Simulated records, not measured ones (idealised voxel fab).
Process module in this document: voxel tone inversion
Cross-section cut: width 210 nm, square cells of 5 nm.
Cross-section spec: square-cell grid; bands listed top down; each band is one or more rows.
A band entry consists of two parts. The first gives the height of the band's top and the height of its bottom, in nm. The rest lists the band's materials from left to right, each with its width in nm. A single material labelled with the word "throughout" fills the band from edge to edge, and the word "empty" marks empty space.
We count height from 0. Below that, the starting wafer is all one material. The lowest band never ends at the bottom but goes on down; see "from 0 down" for how that is written.
Note: "30..40" means the width goes from the first number (top row of the band) to the second number (bottom row) in equal steps per row of cells.
"remains unaltered" for a step: no cell of the cross-section changed in that step.
"Closed void listing" enumerates empty spaces isolated from the top, with no open way to it, that contain at least 8 cells, giving each as width x height at distance from the left edge, all three in nm.
That trailing text on a step's line, after the settings, is the simulator's own remark on the step.
overlay nm: how far to the right of its planned place the mask lay on this masked step (negative: to the left).
Pairs follow: section before one process step, section after it down to the lowest changed band, step with settings underneath. Pairs may come from different runs of this module on the same starting wafer; continuity with the pair above only as stated in the "Ex-ante state" entry.

Ex-ante state
from 0 down: Si throughout
Closed void listing: none

Resultant Cross-Section
from 10 to 0: SiN throughout
At heights below 0, the structure remains unaltered.
Closed void listing: none
Which process step falls between the two cross-sections above? CONFORMAL_DEP, material SiN, thk nm 10

Ex-ante state: see preceding pair, after cross-section.

Resultant Cross-Section
from 35 to 10: aC throughout
At heights below 10, the structure remains unaltered.
Closed void listing: none
Which process step falls between the two cross-sections above? DIRECTIONAL_DEP, material aC, thk nm 25

Ex-ante state: see preceding pair, after cross-section.

Resultant Cross-Section
from 65 to 35: empty (75), resist (15), empty (30), resist (15), empty (75)
At heights below 35, the structure remains unaltered.
Closed void listing: none
Which process step falls between the two cross-sections above? PATTERN, tone cover, mask id POSTS, material resist, width nm 15, pitch nm 45, thk nm 30, overlay nm 0

Ex-ante state: see preceding pair, after cross-section.

Resultant Cross-Section
from 40 to 35: empty (75), resist (15), empty (30), resist (15), empty (75)
from 35 to 10: empty (75), aC (15), empty (30), aC (15), empty (75)
At heights below 10, the structure remains unaltered.
Closed void listing: none
Which process step falls between the two cross-sections above? DIRECTIONAL_ETCH, etch materials aC, depth nm 25

Ex-ante state: see preceding pair, after cross-section.

Resultant Cross-Section
from 35 to 10: empty (75), aC (15), empty (30), aC (15), empty (75)
At heights below 10, the structure remains unaltered.
Closed void listing: none
Which process step falls between the two cross-sections above? STRIP, etch materials resist

Ex-ante state: see preceding pair, after cross-section.

Resultant Cross-Section
from 40 to 35: lowk throughout
from 35 to 10: lowk (75), aC (15), lowk (30), aC (15), lowk (75)
At heights below 10, the structure remains unaltered.
Closed void listing: none
Which process step falls between the two cross-sections above? FILL_DEP, material lowk, thk nm 5

Ex-ante state: see preceding pair, after cross-section.

Resultant Cross-Section
from 35 to 10: lowk (75), aC (15), lowk (30), aC (15), lowk (75)
At heights below 10, the structure remains unaltered.
Closed void listing: none
Which process step falls between the two cross-sections above? CMP, height nm 35

Ex-ante state: see preceding pair, after cross-section.

Resultant Cross-Section
from 35 to 10: lowk (75), empty (15), lowk (30), empty (15), lowk (75)
At heights below 10, the structure remains unaltered.
Closed void listing: none
Which process step falls between the two cross-sections above? STRIP, etch materials aC

Ex-ante state
from 40 to 35: lowk throughout
from 35 to 10: lowk (75), aC (15), lowk (30), aC (15), lowk (75)
from 10 to 0: SiN throughout
from 0 down: Si throughout
Closed void listing: none

Resultant Cross-Section
from 45 to 35: lowk throughout
At heights below 35, the structure remains unaltered.
Closed void listing: none
Which process step falls between the two cross-sections above? FILL_DEP, material lowk, thk nm 5

Ex-ante state: see preceding pair, after cross-section.

Resultant Cross-Section
from 35 to 10: lowk (75), aC (15), lowk (30), aC (15), lowk (75)
At heights below 10, the structure remains unaltered.
Closed void listing: none
Which process step falls between the two cross-sections above? CMP, height nm 35

Ex-ante state
from 0 down: Si throughout
Closed void listing: none

Resultant Cross-Section
from 25 to 0: aC throughout
At heights below 0, the structure remains unaltered.
Closed void listing: none
Which process step falls between the two cross-sections above? DIRECTIONAL_DEP, material aC, thk nm 25

Ex-ante state: see preceding pair, after cross-section.

Resultant Cross-Section
from 35 to 25: SiN throughout
At heights below 25, the structure remains unaltered.
Closed void listing: none
Which process step falls between the two cross-sections above? CONFORMAL_DEP, material SiN, thk nm 10

Ex-ante state: see preceding pair, after cross-section.

Resultant Cross-Section
from 65 to 35: empty (75), resist (15), empty (30), resist (15), empty (75)
At heights below 35, the structure remains unaltered.
Closed void listing: none
Which process step falls between the two cross-sections above? PATTERN, tone cover, mask id POSTS, material resist, width nm 15, pitch nm 45, thk nm 30, overlay nm 0

Ex-ante state: see preceding pair, after cross-section.

Resultant Cross-Section
from 40 to 35: empty (75), resist (15), empty (30), resist (15), empty (75)
At heights below 35, the structure remains unaltered.
Closed void listing: none
Which process step falls between the two cross-sections above? DIRECTIONAL_ETCH, etch materials aC, depth nm 25

Ex-ante state: see preceding pair, after cross-section.

Resultant Cross-Section
from 35 to 25: SiN throughout
At heights below 25, the structure remains unaltered.
Closed void listing: none
Which process step falls between the two cross-sections above? STRIP, etch materials resist

Ex-ante state: see preceding pair, after cross-section.

Resultant Cross-Section
from 40 to 35: lowk throughout
At heights below 35, the structure remains unaltered.
Closed void listing: none
Which process step falls between the two cross-sections above? FILL_DEP, material lowk, thk nm 5

Ex-ante state: see preceding pair, after cross-section.

Resultant Cross-Section
from 35 to 25: SiN throughout
At heights below 25, the structure remains unaltered.
Closed void listing: none
Which process step falls between the two cross-sections above? CMP, height nm 35

Ex-ante state
from 0 down: Si throughout
Closed void listing: none

Resultant Cross-Section
from 15 to 0: SiN throughout
At heights below 0, the structure remains unaltered.
Closed void listing: none
Which process step falls between the two cross-sections above? CONFORMAL_DEP, material SiN, thk nm 15

Ex-ante state: see preceding pair, after cross-section.

Resultant Cross-Section
from 40 to 15: aC throughout
At heights below 15, the structure remains unaltered.
Closed void listing: none
Which process step falls between the two cross-sections above? DIRECTIONAL_DEP, material aC, thk nm 25

Ex-ante state: see preceding pair, after cross-section.

Resultant Cross-Section
from 70 to 40: empty (75), resist (15), empty (30), resist (15), empty (75)
At heights below 40, the structure remains unaltered.
Closed void listing: none
Which process step falls between the two cross-sections above? PATTERN, tone cover, mask id POSTS, material resist, width nm 15, pitch nm 45, thk nm 30, overlay nm 0

Ex-ante state: see preceding pair, after cross-section.

Resultant Cross-Section
from 45 to 40: empty (75), resist (15), empty (30), resist (15), empty (75)
from 40 to 15: empty (75), aC (15), empty (30), aC (15), empty (75)
At heights below 15, the structure remains unaltered.
Closed void listing: none
Which process step falls between the two cross-sections above? DIRECTIONAL_ETCH, etch materials aC, depth nm 25

Ex-ante state: see preceding pair, after cross-section.

Resultant Cross-Section
from 40 to 15: empty (75), aC (15), empty (30), aC (15), empty (75)
At heights below 15, the structure remains unaltered.
Closed void listing: none
Which process step falls between the two cross-sections above? STRIP, etch materials resist

Ex-ante state: see preceding pair, after cross-section.

Resultant Cross-Section
from 45 to 40: lowk throughout
from 40 to 15: lowk (75), aC (15), lowk (30), aC (15), lowk (75)
At heights below 15, the structure remains unaltered.
Closed void listing: none
Which process step falls between the two cross-sections above? FILL_DEP, material lowk, thk nm 5

Ex-ante state: see preceding pair, after cross-section.

Resultant Cross-Section
from 35 to 15: lowk (75), aC (15), lowk (30), aC (15), lowk (75)
At heights below 15, the structure remains unaltered.
Closed void listing: none
Which process step falls between the two cross-sections above? CMP, height nm 35

Ex-ante state: see preceding pair, after cross-section.

Resultant Cross-Section
from 35 to 15: lowk (75), empty (15), lowk (30), empty (15), lowk (75)
At heights below 15, the structure remains unaltered.
Closed void listing: none
Which process step falls between the two cross-sections above? STRIP, etch materials aC

Ex-ante state
from 35 to 10: aC throughout
from 10 to 0: SiN throughout
from 0 down: Si throughout
Closed void listing: none

Resultant Cross-Section
from 65 to 35: empty (75), resist (20), empty (25), resist (20), empty (70)
At heights below 35, the structure remains unaltered.
Closed void listing: none
Which process step falls between the two cross-sections above? PATTERN, tone cover, mask id POSTS, material resist, width nm 20, pitch nm 45, thk nm 30, overlay nm 0

Ex-ante state: see preceding pair, after cross-section.

Resultant Cross-Section
from 40 to 35: empty (75), resist (20), empty (25), resist (20), empty (70)
from 35 to 10: empty (75), aC (20), empty (25), aC (20), empty (70)
At heights below 10, the structure remains unaltered.
Closed void listing: none
Which process step falls between the two cross-sections above? DIRECTIONAL_ETCH, etch materials aC, depth nm 25

Ex-ante state: see preceding pair, after cross-section.

Resultant Cross-Section
from 35 to 10: empty (75), aC (20), empty (25), aC (20), empty (70)
At heights below 10, the structure remains unaltered.
Closed void listing: none
Which process step falls between the two cross-sections above? STRIP, etch materials resist

Ex-ante state: see preceding pair, after cross-section.

Resultant Cross-Section
from 40 to 35: lowk throughout
from 35 to 10: lowk (75), aC (20), lowk (25), aC (20), lowk (70)
At heights below 10, the structure remains unaltered.
Closed void listing: none
Which process step falls between the two cross-sections above? FILL_DEP, material lowk, thk nm 5

Ex-ante state: see preceding pair, after cross-section.

Resultant Cross-Section
from 35 to 10: lowk (75), aC (20), lowk (25), aC (20), lowk (70)
At heights below 10, the structure remains unaltered.
Closed void listing: none
Which process step falls between the two cross-sections above? CMP, height nm 35

Ex-ante state: see preceding pair, after cross-section.

Resultant Cross-Section
from 35 to 10: lowk (75), empty (20), lowk (25), empty (20), lowk (70)
At heights below 10, the structure remains unaltered.
Closed void listing: none
Which process step falls between the two cross-sections above? STRIP, etch materials aC

Ex-ante state
from 35 to 10: aC throughout
from 10 to 0: SiN throughout
from 0 down: Si throughout
Closed void listing: none

Resultant Cross-Section
from 65 to 35: empty (85), resist (15), empty (30), resist (15), empty (65)
At heights below 35, the structure remains unaltered.
Closed void listing: none
Which process step falls between the two cross-sections above? PATTERN, tone cover, mask id POSTS, material resist, width nm 15, pitch nm 45, thk nm 30, overlay nm 10

Ex-ante state: see preceding pair, after cross-section.

Resultant Cross-Section
from 40 to 35: empty (85), resist (15), empty (30), resist (15), empty (65)
from 35 to 10: empty (85), aC (15), empty (30), aC (15), empty (65)
At heights below 10, the structure remains unaltered.
Closed void listing: none
Which process step falls between the two cross-sections above? DIRECTIONAL_ETCH, etch materials aC, depth nm 25

Ex-ante state: see preceding pair, after cross-section.

Resultant Cross-Section
from 35 to 10: empty (85), aC (15), empty (30), aC (15), empty (65)
At heights below 10, the structure remains unaltered.
Closed void listing: none
Which process step falls between the two cross-sections above? STRIP, etch materials resist

Ex-ante state: see preceding pair, after cross-section.

Resultant Cross-Section
from 40 to 35: lowk throughout
from 35 to 10: lowk (85), aC (15), lowk (30), aC (15), lowk (65)
At heights below 10, the structure remains unaltered.
Closed void listing: none
Which process step falls between the two cross-sections above? FILL_DEP, material lowk, thk nm 5

Ex-ante state: see preceding pair, after cross-section.

Resultant Cross-Section
from 35 to 10: lowk (85), aC (15), lowk (30), aC (15), lowk (65)
At heights below 10, the structure remains unaltered.
Closed void listing: none
Which process step falls between the two cross-sections above? CMP, height nm 35

Ex-ante state: see preceding pair, after cross-section.

Resultant Cross-Section
from 35 to 10: lowk (85), empty (15), lowk (30), empty (15), lowk (65)
At heights below 10, the structure remains unaltered.
Closed void listing: none
Which process step falls between the two cross-sections above? STRIP, etch materials aC

Ex-ante state
from 10 to 0: SiN throughout
from 0 down: Si throughout
Closed void listing: none

Resultant Cross-Section
from 35 to 0: SiN throughout
At heights below 0, the structure remains unaltered.
Closed void listing: none
Which process step falls between the two cross-sections above? DIRECTIONAL_DEP, material SiN, thk nm 25

Ex-ante state: see preceding pair, after cross-section.

Resultant Cross-Section
from 65 to 35: empty (75), resist (15), empty (30), resist (15), empty (75)
At heights below 35, the structure remains unaltered.
Closed void listing: none
Which process step falls between the two cross-sections above? PATTERN, tone cover, mask id POSTS, material resist, width nm 15, pitch nm 45, thk nm 30, overlay nm 0

Ex-ante state: see preceding pair, after cross-section.

Resultant Cross-Section
from 40 to 35: empty (75), resist (15), empty (30), resist (15), empty (75)
At heights below 35, the structure remains unaltered.
Closed void listing: none
Which process step falls between the two cross-sections above? DIRECTIONAL_ETCH, etch materials aC, depth nm 25

Ex-ante state: see preceding pair, after cross-section.

Resultant Cross-Section
from 35 to 0: SiN throughout
At heights below 0, the structure remains unaltered.
Closed void listing: none
Which process step falls between the two cross-sections above? STRIP, etch materials resist

Ex-ante state: see preceding pair, after cross-section.

Resultant Cross-Section
from 40 to 35: lowk throughout
At heights below 35, the structure remains unaltered.
Closed void listing: none
Which process step falls between the two cross-sections above? FILL_DEP, material lowk, thk nm 5

Ex-ante state: see preceding pair, after cross-section.

Resultant Cross-Section
from 35 to 0: SiN throughout
At heights below 0, the structure remains unaltered.
Closed void listing: none
Which process step falls between the two cross-sections above? CMP, height nm 35

Ex-ante state
from 35 to 10: aC throughout
from 10 to 0: SiN throughout
from 0 down: Si throughout
Closed void listing: none

Resultant Cross-Section
from 65 to 35: resist (75), empty (15), resist (30), empty (15), resist (75)
At heights below 35, the structure remains unaltered.
Closed void listing: none
Which process step falls between the two cross-sections above? PATTERN, tone open, mask id POSTS, material resist, width nm 15, pitch nm 45, thk nm 30, overlay nm 0

Ex-ante state: see preceding pair, after cross-section.

Resultant Cross-Section
from 40 to 35: resist (75), empty (15), resist (30), empty (15), resist (75)
from 35 to 10: aC (75), empty (15), aC (30), empty (15), aC (75)
At heights below 10, the structure remains unaltered.
Closed void listing: none
Which process step falls between the two cross-sections above? DIRECTIONAL_ETCH, etch materials aC, depth nm 25

Ex-ante state: see preceding pair, after cross-section.

Resultant Cross-Section
from 35 to 10: aC (75), empty (15), aC (30), empty (15), aC (75)
At heights below 10, the structure remains unaltered.
Closed void listing: none
Which process step falls between the two cross-sections above? STRIP, etch materials resist

Ex-ante state: see preceding pair, after cross-section.

Resultant Cross-Section
from 40 to 35: lowk throughout
from 35 to 10: aC (75), lowk (15), aC (30), lowk (15), aC (75)
At heights below 10, the structure remains unaltered.
Closed void listing: none
Which process step falls between the two cross-sections above? FILL_DEP, material lowk, thk nm 5

Ex-ante state: see preceding pair, after cross-section.

Resultant Cross-Section
from 35 to 10: aC (75), lowk (15), aC (30), lowk (15), aC (75)
At heights below 10, the structure remains unaltered.
Closed void listing: none
Which process step falls between the two cross-sections above? CMP, height nm 35

Ex-ante state: see preceding pair, after cross-section.

Resultant Cross-Section
from 35 to 10: empty (75), lowk (15), empty (30), lowk (15), empty (75)
At heights below 10, the structure remains unaltered.
Closed void listing: none
Which process step falls between the two cross-sections above? STRIP, etch materials aC
